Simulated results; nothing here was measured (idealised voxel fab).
Process module, titled voxel ribs on slabs
In the cross-section labelled cut, the width is 270 nm and each square cell is 5 nm.
A cross-section is written here as square cells arranged in a grid, and it is given in bands from the top down, each band taking up one or more rows of cells.
Quick guide to a band line: top height, bottom height (nm) up front; then every material left to right with its width in nm. Only one material and it's marked "all across"? Then it fills the band edge to edge. And "blank" just means empty space.
Measure heights from 0. That's the level where, below it, the as-received wafer is all one material. The lowest band is bottomless and extends downward; write it as in "0..down".
Width: "30->40" (first number = top row, second number = bottom row, same change from row to row of cells).
It should be understood that the words "changes: none", when stated for a given step, signify that the cross-section underwent no change in any of its cells during that step.
"Enclosed empty spaces" - sealed voids, min. 8 cells, no opening to top; format: width x height at distance (distance from left edge; nm throughout).
Whatever follows a step's settings on its line is a remark the simulator itself makes about that step.
"overlay nm" on a masked step: distance the mask lay right of its planned place, negative for left.

# Set out below are the planned steps of the process
1) op RECEIVE | material Si
2) op DIRECTIONAL_DEP | material SiO2 | thk nm 25
3) op DIRECTIONAL_DEP | material SiN | thk nm 20
4) op PATTERN | tone cover | mask id RIB | material resist | width nm 15 | thk nm 20 | overlay nm 0
5) op DIRECTIONAL_ETCH | etch materials SiN | depth nm 5
6) op STRIP | etch materials resist
7) op PATTERN | tone cover | mask id SLAB | material resist | width nm 75 | thk nm 20 | overlay nm 0
8) op DIRECTIONAL_ETCH | etch materials SiN | depth nm 15
9) op STRIP | etch materials resist
10) op FILL_DEP | material SiO2 | thk nm 25
11) op CMP | height nm 60
12) op DIRECTIONAL_DEP | material W | thk nm 5
13) op MASKED_ETCH | tone cover | mask id HEATER | width nm 25 | etch materials W | depth nm 5 | overlay nm 0
14) op CONFORMAL_DEP | material SiO2 | thk nm 5

# Wafer as received: cross-section following step 1
* 0..down  Si all across
* Enclosed empty spaces: none

# The plan above was carried out on the starting structure above with one mistake, and this cross-section shows the wafer at the end of the module
* 70..65  115 nm blank, then 35 nm SiO2, then 120 nm blank
* 65..60  120 nm SiO2, then 25 nm W, then 125 nm SiO2
* 60..40  SiO2 all across
* 40..35  125 nm SiO2, then 15 nm SiN, then 130 nm SiO2
* 35..20  95 nm SiO2, then 75 nm SiN, then 100 nm SiO2
* 20..0  SiO2 all across
* 0..down  Si all across
* Enclosed empty spaces: none
Against the plan, the run slipped here: step 2: run off-plan, actual operation and settings op DIRECTIONAL_DEP | material SiO2 | thk nm 20
